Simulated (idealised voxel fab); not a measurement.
Documented hereafter: the process module known as voxel ribs on slabs.
270 nm wide, 5 nm square cells: that's cross-section cut.
Square cells in a grid make up a cross-section in this document, and the grid is given as bands, listed from the top down, each one or more rows of cells. Band entry format. Leading values: height of top, height of bottom, nm. Remainder: materials in left-to-right order, each with its width in nm. Special words: "edge to edge" on a single material, which then fills the band edge to edge; "blank", empty space. Heights from 0 (as-received wafer is one material below). Bottom band endless downward, as "z 0 and below". The two numbers in a width such as "30..40" mark its ends across the band: the first belongs to the top row of cells, the second to the bottom row, and from each row to the next the width moves by the same amount. Any step labelled "nothing got changed" changed none of the cells in the cross-section. For the entry "Completely enclosed voids", the listed items are empty spaces with no open way to the top whose size is 8 cells or more; each item follows the pattern width x height at distance, where distance is from the left edge and all three are in nm. Anything after a step's settings on that line? It's the simulator's own note about the step. Among the settings permitted on a step's line is "overlay nm"; applied to a step with a mask, it specifies the extent to which the mask lay to the right of its planned position, whereas a negative figure signifies a position to the left.
-- Process steps - plan
1 RECEIVE: material Si
2 DIRECTIONAL_DEP: material SiO2, thk nm 25
3 DIRECTIONAL_DEP: material polySi, thk nm 15
4 MASKED_ETCH: tone cover, mask id RIB, width nm 20, etch materials polySi, depth nm 5, overlay nm 0
5 MASKED_ETCH: tone cover, mask id SLAB, width nm 80, etch materials polySi, depth nm 10, overlay nm 0
6 FILL_DEP: material SiO2, thk nm 15
7 CMP: height nm 50
8 DIRECTIONAL_DEP: material TiN, thk nm 10
9 DIRECTIONAL_DEP: material aC, thk nm 10
10 PATTERN: tone cover, mask id HEATER, material resist, width nm 30, thk nm 25, overlay nm 0
11 DIRECTIONAL_ETCH: etch materials aC, depth nm 10
12 STRIP: etch materials resist
13 DIRECTIONAL_ETCH: etch materials TiN, depth nm 10
14 STRIP: etch materials aC
15 CONFORMAL_DEP: material SiN, thk nm 5
-- The first of the two wafers, which ran as planned
-- Cross-section of the wafer at receipt, which is the condition after step 1
	z 0 and below: Si edge to edge
	Completely enclosed voids: none
-- Upon completion of step 2, the wafer appears in cross-section as shown
	z 25 to 0: SiO2 edge to edge
	Rest of section, below 0: as before.
-- Upon completion of step 3, the wafer appears in cross-section as shown
	z 40 to 25: polySi edge to edge
	Rest of section, below 25: as before.
-- Upon completion of step 4, the wafer appears in cross-section as shown
	z 40 to 35: 125 of blank; 20 of polySi; 125 of blank
	Rest of section, below 35: as before.
-- Upon completion of step 5, the wafer appears in cross-section as shown
	z 40 to 35: 125 of blank; 20 of polySi; 125 of blank
	z 35 to 25: 95 of blank; 80 of polySi; 95 of blank
	Rest of section, below 25: as before.
-- Upon completion of step 6, the wafer appears in cross-section as shown
	z 55 to 40: SiO2 edge to edge
	z 40 to 35: 125 of SiO2; 20 of polySi; 125 of SiO2
	z 35 to 25: 95 of SiO2; 80 of polySi; 95 of SiO2
	Rest of section, below 25: as before.
-- Upon completion of step 7, the wafer appears in cross-section as shown
	z 50 to 40: SiO2 edge to edge
	Rest of section, below 40: as before.
-- Upon completion of step 8, the wafer appears in cross-section as shown
	z 60 to 50: TiN edge to edge
	Rest of section, below 50: as before.
-- Upon completion of step 9, the wafer appears in cross-section as shown
	z 70 to 60: aC edge to edge
	Rest of section, below 60: as before.
-- Upon completion of step 10, the wafer appears in cross-section as shown
	z 95 to 70: 120 of blank; 30 of resist; 120 of blank
	Rest of section, below 70: as before.
-- Upon completion of step 11, the wafer appears in cross-section as shown
	z 85 to 70: 120 of blank; 30 of resist; 120 of blank
	z 70 to 60: 120 of blank; 30 of aC; 120 of blank
	Rest of section, below 60: as before.
-- Upon completion of step 12, the wafer appears in cross-section as shown
	z 70 to 60: 120 of blank; 30 of aC; 120 of blank
	Rest of section, below 60: as before.
-- Upon completion of step 13, the wafer appears in cross-section as shown
	z 70 to 60: 120 of blank; 30 of aC; 120 of blank
	z 60 to 50: 120 of blank; 30 of TiN; 120 of blank
	Rest of section, below 50: as before.
-- Upon completion of step 14, the wafer appears in cross-section as shown
	z 60 to 50: 120 of blank; 30 of TiN; 120 of blank
	Rest of section, below 50: as before.
-- Upon completion of step 15, the wafer appears in cross-section as shown
	z 65 to 60: 115 of blank; 40 of SiN; 115 of blank
	z 60 to 55: 115 of blank; 5 of SiN; 30 of TiN; 5 of SiN; 115 of blank
	z 55 to 50: 120 of SiN; 30 of TiN; 120 of SiN
	Rest of section, below 50: as before.
-- Now the other wafer: same start, same recipe, but we messed up one thing when running it. Up to and including step 1 it's the same as the first one
-- X-section, second wafer, when step 2 was due to finish
	z 35 to 0: SiO2 edge to edge
	Rest of section, below 0: as before.
-- X-section, second wafer, when step 3 was due to finish
	z 50 to 35: polySi edge to edge
	Rest of section, below 35: as before.
-- X-section, second wafer, when step 4 was due to finish
	z 50 to 45: 125 of blank; 20 of polySi; 125 of blank
	Rest of section, below 45: as before.
-- X-section, second wafer, when step 5 was due to finish
	z 50 to 45: 125 of blank; 20 of polySi; 125 of blank
	z 45 to 35: 95 of blank; 80 of polySi; 95 of blank
	Rest of section, below 35: as before.
-- X-section, second wafer, when step 6 was due to finish
	z 65 to 50: SiO2 edge to edge
	z 50 to 45: 125 of SiO2; 20 of polySi; 125 of SiO2
	z 45 to 35: 95 of SiO2; 80 of polySi; 95 of SiO2
	Rest of section, below 35: as before.
-- X-section, second wafer, when step 7 was due to finish
	z 50 to 45: 125 of SiO2; 20 of polySi; 125 of SiO2
	Rest of section, below 45: as before.
-- X-section, second wafer, when step 8 was due to finish
	z 60 to 50: TiN edge to edge
	Rest of section, below 50: as before.
-- X-section, second wafer, when step 9 was due to finish
	z 70 to 60: aC edge to edge
	Rest of section, below 60: as before.
-- X-section, second wafer, when step 10 was due to finish
	z 95 to 70: 120 of blank; 30 of resist; 120 of blank
	Rest of section, below 70: as before.
-- X-section, second wafer, when step 11 was due to finish
	z 85 to 70: 120 of blank; 30 of resist; 120 of blank
	z 70 to 60: 120 of blank; 30 of aC; 120 of blank
	Rest of section, below 60: as before.
-- X-section, second wafer, when step 12 was due to finish
	z 70 to 60: 120 of blank; 30 of aC; 120 of blank
	Rest of section, below 60: as before.
-- X-section, second wafer, when step 13 was due to finish
	z 70 to 60: 120 of blank; 30 of aC; 120 of blank
	z 60 to 50: 120 of blank; 30 of TiN; 120 of blank
	Rest of section, below 50: as before.
-- X-section, second wafer, when step 14 was due to finish
	z 60 to 50: 120 of blank; 30 of TiN; 120 of blank
	Rest of section, below 50: as before.
-- X-section, second wafer, when step 15 was due to finish
	z 65 to 60: 115 of blank; 40 of SiN; 115 of blank
	z 60 to 55: 115 of blank; 5 of SiN; 30 of TiN; 5 of SiN; 115 of blank
	z 55 to 50: 120 of SiN; 30 of TiN; 120 of SiN
	Rest of section, below 50: as before.
Processing error: planned and actual differ for step 2; actual: DIRECTIONAL_DEP: material SiO2, thk nm 35
At the end, each material covers as many cells on the second wafer as it does on the first, though the cells it covers are elsewhere.
